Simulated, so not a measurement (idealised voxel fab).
Process module name: voxel self aligned vias
cross-section cut | 285 nm wide | cells 5 nm
Just so we're on the same page, the cross-sections are grids of square cells, and they're listed out in bands top to bottom, each band one or more rows deep. Each band's line starts with the height of the band's top and of its bottom, in nm. Then come its materials from left to right, each with its width in nm. One material with "everywhere" fills the band from edge to edge. "blank" is empty space. We count height from 0. Below that, the starting wafer is all one material. The lowest band never ends at the bottom but goes on down; see "0 nm and below" for how that is written. So if you see something like "30->40" for the width, read it as the top row of the band sitting at the first number and the bottom row at the second, with every row in between moving by the same amount as the last. "same as before" after a step means that no cell of the cross-section changed. "Sealed-off cavities" enumerates empty spaces isolated from the top, with no open way to it, that contain at least 8 cells, giving each as width x height at distance from the left edge, all three in nm. Heads up: the bit after the settings on a step's line is the simulator's remark on that step. The "overlay nm" setting may appear on a step's line; for a step that uses a mask, it gives how far to the right of its planned position the mask lay, and a negative value indicates the left.
[Steps in the process plan]
step 1: RECEIVE (material Si)
step 2: CONFORMAL_DEP (material SiO2; thk nm 15)
step 3: CONFORMAL_DEP (material SiCN; thk nm 5)
step 4: DIRECTIONAL_DEP (material lowk; thk nm 30)
step 5: DIRECTIONAL_DEP (material aC; thk nm 10)
step 6: PATTERN (tone open; mask id LINES; material resist; width nm 30; pitch nm 55; thk nm 25; overlay nm 0)
step 7: DIRECTIONAL_ETCH (etch materials aC; depth nm 10)
step 8: STRIP (etch materials resist)
step 9: DIRECTIONAL_ETCH (etch materials lowk; depth nm 30)
step 10: STRIP (etch materials aC)
step 11: CONFORMAL_DEP (material TiN; thk nm 5)
step 12: FILL_DEP (material W; thk nm 10)
step 13: CMP (height nm 50)
step 14: SELECTIVE_ETCH (etch materials W Ru TiN; depth nm 5)
step 15: FILL_DEP (material SiN; thk nm 5)
step 16: CMP (height nm 50)
step 17: DIRECTIONAL_DEP (material lowk; thk nm 20)
step 18: PATTERN (tone open; mask id VIAS; material resist; width nm 40; thk nm 20; overlay nm 0)
step 19: DIRECTIONAL_ETCH (etch materials lowk; depth nm 20)
step 20: DIRECTIONAL_ETCH (etch materials SiN; depth nm 5)
step 21: STRIP (etch materials resist)
step 22: CONFORMAL_DEP (material TiN; thk nm 5)
step 23: FILL_DEP (material W; thk nm 10)
step 24: CMP (height nm 70)
step 25: CONFORMAL_DEP (material SiN; thk nm 5)
[First of the two wafers, run per plan]
[Cross-section of the wafer as it came to us, i.e., already through step 1]
  0 nm and below | Si everywhere
  Sealed-off cavities: none
[after step 2]
  15 nm to 0 nm | SiO2 everywhere
  For the remainder of the cross-section, below 0, there is no change.
[after step 3]
  20 nm to 15 nm | SiCN everywhere
  For the remainder of the cross-section, below 15, there is no change.
[after step 4]
  50 nm to 20 nm | lowk everywhere
  For the remainder of the cross-section, below 20, there is no change.
[after step 5]
  60 nm to 50 nm | aC everywhere
  For the remainder of the cross-section, below 50, there is no change.
[after step 6]
  85 nm to 60 nm | resist 100 nm, then blank 30 nm, then resist 25 nm, then blank 30 nm, then resist 100 nm
  For the remainder of the cross-section, below 60, there is no change.
[after step 7]
  75 nm to 60 nm | resist 100 nm, then blank 30 nm, then resist 25 nm, then blank 30 nm, then resist 100 nm
  60 nm to 50 nm | aC 100 nm, then blank 30 nm, then aC 25 nm, then blank 30 nm, then aC 100 nm
  For the remainder of the cross-section, below 50, there is no change.
[after step 8]
  60 nm to 50 nm | aC 100 nm, then blank 30 nm, then aC 25 nm, then blank 30 nm, then aC 100 nm
  For the remainder of the cross-section, below 50, there is no change.
[after step 9]
  60 nm to 50 nm | aC 100 nm, then blank 30 nm, then aC 25 nm, then blank 30 nm, then aC 100 nm
  50 nm to 20 nm | lowk 100 nm, then blank 30 nm, then lowk 25 nm, then blank 30 nm, then lowk 100 nm
  For the remainder of the cross-section, below 20, there is no change.
[after step 10]
  50 nm to 20 nm | lowk 100 nm, then blank 30 nm, then lowk 25 nm, then blank 30 nm, then lowk 100 nm
  For the remainder of the cross-section, below 20, there is no change.
[after step 11]
  55 nm to 50 nm | TiN 105 nm, then blank 20 nm, then TiN 35 nm, then blank 20 nm, then TiN 105 nm
  50 nm to 25 nm | lowk 100 nm, then TiN 5 nm, then blank 20 nm, then TiN 5 nm, then lowk 25 nm, then TiN 5 nm, then blank 20 nm, then TiN 5 nm, then lowk 100 nm
  25 nm to 20 nm | lowk 100 nm, then TiN 30 nm, then lowk 25 nm, then TiN 30 nm, then lowk 100 nm
  For the remainder of the cross-section, below 20, there is no change.
[after step 12]
  65 nm to 55 nm | W everywhere
  55 nm to 50 nm | TiN 105 nm, then W 20 nm, then TiN 35 nm, then W 20 nm, then TiN 105 nm
  50 nm to 25 nm | lowk 100 nm, then TiN 5 nm, then W 20 nm, then TiN 5 nm, then lowk 25 nm, then TiN 5 nm, then W 20 nm, then TiN 5 nm, then lowk 100 nm
  For the remainder of the cross-section, below 25, there is no change.
[after step 13]
  50 nm to 25 nm | lowk 100 nm, then TiN 5 nm, then W 20 nm, then TiN 5 nm, then lowk 25 nm, then TiN 5 nm, then W 20 nm, then TiN 5 nm, then lowk 100 nm
  For the remainder of the cross-section, below 25, there is no change.
[after step 14]
  50 nm to 45 nm | lowk 100 nm, then blank 30 nm, then lowk 25 nm, then blank 30 nm, then lowk 100 nm
  For the remainder of the cross-section, below 45, there is no change.
[after step 15]
  55 nm to 50 nm | SiN everywhere
  50 nm to 45 nm | lowk 100 nm, then SiN 30 nm, then lowk 25 nm, then SiN 30 nm, then lowk 100 nm
  For the remainder of the cross-section, below 45, there is no change.
[after step 16]
  50 nm to 45 nm | lowk 100 nm, then SiN 30 nm, then lowk 25 nm, then SiN 30 nm, then lowk 100 nm
  For the remainder of the cross-section, below 45, there is no change.
[after step 17]
  70 nm to 50 nm | lowk everywhere
  For the remainder of the cross-section, below 50, there is no change.
[after step 18]
  90 nm to 70 nm | resist 95 nm, then blank 40 nm, then resist 150 nm
  For the remainder of the cross-section, below 70, there is no change.
[after step 19]
  90 nm to 70 nm | resist 95 nm, then blank 40 nm, then resist 150 nm
  70 nm to 50 nm | lowk 95 nm, then blank 40 nm, then lowk 150 nm
  For the remainder of the cross-section, below 50, there is no change.
[after step 20]
  90 nm to 70 nm | resist 95 nm, then blank 40 nm, then resist 150 nm
  70 nm to 50 nm | lowk 95 nm, then blank 40 nm, then lowk 150 nm
  50 nm to 45 nm | lowk 100 nm, then blank 30 nm, then lowk 25 nm, then SiN 30 nm, then lowk 100 nm
  For the remainder of the cross-section, below 45, there is no change.
[after step 21]
  70 nm to 50 nm | lowk 95 nm, then blank 40 nm, then lowk 150 nm
  For the remainder of the cross-section, below 50, there is no change.
[after step 22]
  75 nm to 70 nm | TiN 100 nm, then blank 30 nm, then TiN 155 nm
  70 nm to 55 nm | lowk 95 nm, then TiN 5 nm, then blank 30 nm, then TiN 5 nm, then lowk 150 nm
  55 nm to 50 nm | lowk 95 nm, then TiN 10 nm, then blank 20 nm, then TiN 10 nm, then lowk 150 nm
  50 nm to 45 nm | lowk 100 nm, then TiN 30 nm, then lowk 25 nm, then SiN 30 nm, then lowk 100 nm
  For the remainder of the cross-section, below 45, there is no change.
[after step 23]
  85 nm to 75 nm | W everywhere
  75 nm to 70 nm | TiN 100 nm, then W 30 nm, then TiN 155 nm
  70 nm to 55 nm | lowk 95 nm, then TiN 5 nm, then W 30 nm, then TiN 5 nm, then lowk 150 nm
  55 nm to 50 nm | lowk 95 nm, then TiN 10 nm, then W 20 nm, then TiN 10 nm, then lowk 150 nm
  For the remainder of the cross-section, below 50, there is no change.
[after step 24]
  70 nm to 55 nm | lowk 95 nm, then TiN 5 nm, then W 30 nm, then TiN 5 nm, then lowk 150 nm
  For the remainder of the cross-section, below 55, there is no change.
[after step 25]
  75 nm to 70 nm | SiN everywhere
  For the remainder of the cross-section, below 70, there is no change.
[It is to be noted that the second wafer proceeded from the same initial state and according to the same plan as the first, although one mistake was committed in its execution; through step 18, inclusive, the two wafers share an identical history]
[X-section, second wafer, when step 19 was due to finish]
  90 nm to 70 nm | resist 95 nm, then blank 40 nm, then resist 150 nm
  70 nm to 50 nm | lowk 95 nm, then blank 40 nm, then lowk 150 nm
  50 nm to 45 nm | lowk 95 nm, then blank 5 nm, then SiN 30 nm, then blank 5 nm, then lowk 20 nm, then SiN 30 nm, then lowk 100 nm
  45 nm to 30 nm | lowk 95 nm, then blank 5 nm, then TiN 5 nm, then W 20 nm, then TiN 5 nm, then blank 5 nm, then lowk 20 nm, then TiN 5 nm, then W 20 nm, then TiN 5 nm, then lowk 100 nm
  For the remainder of the cross-section, below 30, there is no change.
[X-section, second wafer, when step 20 was due to finish]
  90 nm to 70 nm | resist 95 nm, then blank 40 nm, then resist 150 nm
  70 nm to 50 nm | lowk 95 nm, then blank 40 nm, then lowk 150 nm
  50 nm to 45 nm | lowk 95 nm, then blank 40 nm, then lowk 20 nm, then SiN 30 nm, then lowk 100 nm
  For the remainder of the cross-section, below 45, there is no change.
[X-section, second wafer, when step 21 was due to finish]
  70 nm to 50 nm | lowk 95 nm, then blank 40 nm, then lowk 150 nm
  For the remainder of the cross-section, below 50, there is no change.
[X-section, second wafer, when step 22 was due to finish]
  75 nm to 70 nm | TiN 100 nm, then blank 30 nm, then TiN 155 nm
  70 nm to 50 nm | lowk 95 nm, then TiN 5 nm, then blank 30 nm, then TiN 5 nm, then lowk 150 nm
  50 nm to 45 nm | lowk 95 nm, then TiN 40 nm, then lowk 20 nm, then SiN 30 nm, then lowk 100 nm
  45 nm to 30 nm | lowk 95 nm, then TiN 10 nm, then W 20 nm, then TiN 10 nm, then lowk 20 nm, then TiN 5 nm, then W 20 nm, then TiN 5 nm, then lowk 100 nm
  For the remainder of the cross-section, below 30, there is no change.
[X-section, second wafer, when step 23 was due to finish]
  85 nm to 75 nm | W everywhere
  75 nm to 70 nm | TiN 100 nm, then W 30 nm, then TiN 155 nm
  70 nm to 50 nm | lowk 95 nm, then TiN 5 nm, then W 30 nm, then TiN 5 nm, then lowk 150 nm
  For the remainder of the cross-section, below 50, there is no change.
[X-section, second wafer, when step 24 was due to finish]
  70 nm to 50 nm | lowk 95 nm, then TiN 5 nm, then W 30 nm, then TiN 5 nm, then lowk 150 nm
  For the remainder of the cross-section, below 50, there is no change.
[X-section, second wafer, when step 25 was due to finish]
  75 nm to 70 nm | SiN everywhere
  For the remainder of the cross-section, below 70, there is no change.
Error vs. plan: heads up, step 19 of the plan got done twice
Materials where the second wafer ends with more or fewer cells than the first: +6 TiN; +2 W; -8 lowk
